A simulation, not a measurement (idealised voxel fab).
process module | voxel fin reveal
Section cut is 270 nm wide and gridded with 5 nm square cells.
This document writes a cross-section as a grid whose cells are square, and gives it as bands, listed from the top down; one or more rows of cells form a band. Heights first: top, then bottom, in nm. Then materials, left to right, each with a width in nm. "throughout" on a single material: fills the band edge to edge. "empty": empty space. The reference from which all heights are counted is 0, the level beneath which the as-received wafer is entirely one material; the lowest band, having no lower bound, proceeds downward and is written after the example "top 0, no bottom". Quick explanation for "30 to 40": the width changes in equal steps down the rows of cells, from the first number in the band's top row to the second number in its bottom row. Basically "remained the same" means that step didn't change any cell in the cross-section. The label "Closed void listing" introduces a list of the empty spaces, 8 cells or larger, that have no open way up to the top; each entry in it reads width x height at distance, where the distance is taken from the left edge and all three are stated in nm. On a step's line, text after the settings is the simulator commenting on that step. overlay nm: where the mask lay relative to plan, measured to the right, on steps with a mask; negatives go left.

STEPS PLANNED FOR THE PROCESS
1 RECEIVE, material Si
2 CONFORMAL_DEP, material SiN, thk nm 10
3 PATTERN, tone cover, mask id FINS, material resist, width nm 15, pitch nm 45, thk nm 20, overlay nm 0
4 DIRECTIONAL_ETCH, etch materials SiN, depth nm 10
5 DIRECTIONAL_ETCH, etch materials Si, depth nm 40
6 STRIP, etch materials resist
7 OXIDIZE, depth nm 5
8 FILL_DEP, material SiO2, thk nm 15
9 CMP, height nm 10
10 SELECTIVE_ETCH, etch materials SiO2, depth nm 40
11 STRIP, etch materials SiN
12 CONFORMAL_DEP, material SiO2, thk nm 5

AS RECEIVED, AFTER STEP 1
	top 0, no bottom | Si throughout
	Closed void listing: none

RESULT OF THE MODULE, CROSS-SECTIONED: START PER ABOVE, PLAN PER ABOVE, ONE ERROR IN HOW IT WAS RUN
	top 5, bottom 0 | empty 105 / SiO2 15 / empty 30 / SiO2 15 / empty 105
	top 0, bottom -25 | empty 105 / SiO2 5 / Si 5 / SiO2 5 / empty 30 / SiO2 5 / Si 5 / SiO2 5 / empty 105
	top -25, bottom -40 | SiO2 110 / Si 5 / SiO2 40 / Si 5 / SiO2 110
	top -40, no bottom | Si throughout
	Closed void listing: none
Heads up, the wafer didn't run the way we planned it: contrary to plan, step 5 was performed as DIRECTIONAL_ETCH, etch materials Si, depth nm 35
